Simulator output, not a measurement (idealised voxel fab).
process module | voxel self aligned vias
cross-section cut | 225 nm wide | cells 5 nm
A cross-section is a grid of square cells, given in bands from the top down. A band is one or more rows of cells.
Each band's line starts with the height of the band's top and of its bottom, in nm. Then come its materials from left to right, each with its width in nm. One material with "throughout" fills the band from edge to edge. "air" is empty space.
Height 0 is the level under which the wafer as received is all one material. The lowest band goes on downwards, as in "0 down".
A width such as "30 to 40" changes by the same amount from each row of cells to the next, from the band's top row to its bottom row.
"no change" after a step means that no cell of the cross-section changed.
closed voids: empty space of 8 cells or more with no open way to the top, each as width x height at its distance from the left edge, in nm
after a step's settings: what the simulator itself notes on the step
overlay nm, on a step with a mask: how far to the right of its planned place the mask lay; to the left if negative
plan
1 op RECEIVE | material Si
2 op CONFORMAL_DEP | material SiO2 | thk nm 15
3 op CONFORMAL_DEP | material SiCN | thk nm 5
4 op DIRECTIONAL_DEP | material SiO2 | thk nm 20
5 op DIRECTIONAL_DEP | material aC | thk nm 15
6 op PATTERN | tone open | mask id LINES | material resist | width nm 20 | pitch nm 50 | thk nm 35 | overlay nm 0
7 op DIRECTIONAL_ETCH | etch materials aC | depth nm 15
8 op STRIP | etch materials resist
9 op DIRECTIONAL_ETCH | etch materials SiO2 | depth nm 20
10 op STRIP | etch materials aC
11 op CONFORMAL_DEP | material TiN | thk nm 5
12 op FILL_DEP | material W | thk nm 5
13 op CMP | height nm 40
14 op SELECTIVE_ETCH | etch materials W Ru TiN | depth nm 5
15 op FILL_DEP | material SiN | thk nm 5
16 op CMP | height nm 40
17 op DIRECTIONAL_DEP | material SiO2 | thk nm 15
18 op DIRECTIONAL_DEP | material aC | thk nm 15
19 op PATTERN | tone open | mask id VIAS | material resist | width nm 30 | pitch nm 50 | thk nm 30 | overlay nm 0
20 op DIRECTIONAL_ETCH | etch materials aC | depth nm 15
21 op STRIP | etch materials resist
22 op DIRECTIONAL_ETCH | etch materials SiO2 | depth nm 15
23 op DIRECTIONAL_ETCH | etch materials SiN | depth nm 5
24 op STRIP | etch materials aC
25 op CONFORMAL_DEP | material TiN | thk nm 5
26 op FILL_DEP | material Cu | thk nm 10
27 op CMP | height nm 45
28 op CONFORMAL_DEP | material SiCN | thk nm 5
varied across the wafers: height nm of step 27. The plan shows the first wafer's value. All wafers start alike
first wafer as received, after step 1
  0 down: Si throughout
  closed voids: none
first wafer at the end, after step 28
  50 to 45: SiCN throughout
  45 to 40: SiO2 70 | TiN 10 | Cu 10 | TiN 10 | SiO2 20 | TiN 10 | Cu 10 | TiN 10 | SiO2 75
  40 to 35: SiO2 75 | TiN 20 | SiO2 30 | TiN 20 | SiO2 80
  35 to 25: SiO2 75 | TiN 5 | W 10 | TiN 5 | SiO2 30 | TiN 5 | W 10 | TiN 5 | SiO2 80
  25 to 20: SiO2 75 | TiN 20 | SiO2 30 | TiN 20 | SiO2 80
  20 to 15: SiCN throughout
  15 to 0: SiO2 throughout
  0 down: Si throughout
  closed voids: none
last wafer at the end
  75 to 70: SiCN throughout
  70 to 60: Cu throughout
  60 to 55: TiN 75 | Cu 20 | TiN 30 | Cu 20 | TiN 80
  55 to 45: SiO2 70 | TiN 5 | Cu 20 | TiN 5 | SiO2 20 | TiN 5 | Cu 20 | TiN 5 | SiO2 75
  45 to 40: SiO2 70 | TiN 10 | Cu 10 | TiN 10 | SiO2 20 | TiN 10 | Cu 10 | TiN 10 | SiO2 75
  40 to 35: SiO2 75 | TiN 20 | SiO2 30 | TiN 20 | SiO2 80
  35 to 25: SiO2 75 | TiN 5 | W 10 | TiN 5 | SiO2 30 | TiN 5 | W 10 | TiN 5 | SiO2 80
  25 to 20: SiO2 75 | TiN 20 | SiO2 30 | TiN 20 | SiO2 80
  20 to 15: SiCN throughout
  15 to 0: SiO2 throughout
  0 down: Si throughout
  closed voids: none
each wafer at the end: cells of each material gained (+) or lost (-) since it was received, then its closed voids
height nm 45 | +4 Cu | +90 SiCN | +316 SiO2 | +32 TiN | +8 W | closed voids: none
height nm 50 | +12 Cu | +90 SiCN | +349 SiO2 | +36 TiN | +8 W | closed voids: none
height nm 55 | +20 Cu | +90 SiCN | +382 SiO2 | +40 TiN | +8 W | closed voids: none
height nm 60 | +28 Cu | +90 SiCN | +382 SiO2 | +77 TiN | +8 W | closed voids: none
height nm 65 | +73 Cu | +90 SiCN | +382 SiO2 | +77 TiN | +8 W | closed voids: none
height nm 70 | +118 Cu | +90 SiCN | +382 SiO2 | +77 TiN | +8 W | closed voids: none
